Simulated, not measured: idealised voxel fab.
Process module heading - voxel gate over fins
Shown is cross-section cut, with a width of 275 nm and square cells of size 5 nm.
If you're reading a cross-section in this doc, picture square cells in a grid; it comes to you as bands, top ones listed first down to the bottom, and a band can be one or more rows of cells. It is stipulated that each band's entry specify, in nanometres, the height of the top of the band and then that of its bottom, followed by the materials of the band in left-to-right sequence, each together with its width in nanometres. A single material marked by the word "full width" is understood to fill the band from edge to edge; the word "air" is understood to denote empty space. Heights are measured from 0, the level below which the as-received wafer is all one material; the lowest band has no bottom and continues downward, written as in "0 down". The notation "30 to 40" denotes a width that varies across the rows of cells in the band, beginning at the first number in the top row, finishing at the second number in the bottom row, and changing by an identical amount from each row to the next. A step reported as "nothing got changed" is a step in which no cell of the cross-section changed. "Catalogued sealed voids" means: voids of 8 cells or more that are shut off from the top with no open way through. Written width x height at distance, distance from the left edge, in nm. On each step's line, the part that comes after the settings is the simulator's own comment on the step. overlay nm, on a step with a mask: how far to the right of its planned place the mask lay; to the left if negative.
**Steps planned for the process**
- 1: RECEIVE: material Si
- 2: CONFORMAL_DEP: material SiN, thk nm 10
- 3: MASKED_ETCH: tone cover, mask id FINS, width nm 15, pitch nm 40, etch materials SiN, depth nm 10, overlay nm 0
- 4: MASKED_ETCH: tone cover, mask id FINS, width nm 15, pitch nm 40, etch materials Si, depth nm 35, overlay nm 0
- 5: FILL_DEP: material SiO2, thk nm 15
- 6: CMP: height nm 10
- 7: SELECTIVE_ETCH: etch materials SiO2, depth nm 25
- 8: STRIP: etch materials SiN
- 9: CONFORMAL_DEP: material HfO2, thk nm 5
- 10: CONFORMAL_DEP: material TiN, thk nm 5
- 11: FILL_DEP: material W, thk nm 10
- 12: CMP: height nm 15
- 13: CONFORMAL_DEP: material SiN, thk nm 10
**Wafer cross-section on receipt, i.e. after step 1**
  0 down | Si full width
  Catalogued sealed voids: none
**What the wafer looks like in cross-section after this module, when it starts as shown above and follows the plan above but one mistake is made in running it**
  25 to 15 | SiN full width
  15 to 5 | 115 HfO2 / 5 TiN / 35 HfO2 / 5 TiN / 115 HfO2
  5 to 0 | HfO2 full width
  0 to -35 | 110 HfO2 / 15 Si / 25 HfO2 / 15 Si / 110 HfO2
  -35 down | Si full width
  Catalogued sealed voids: none
Processing error: step 5 deviated from plan and actually ran as FILL_DEP: material HfO2, thk nm 15
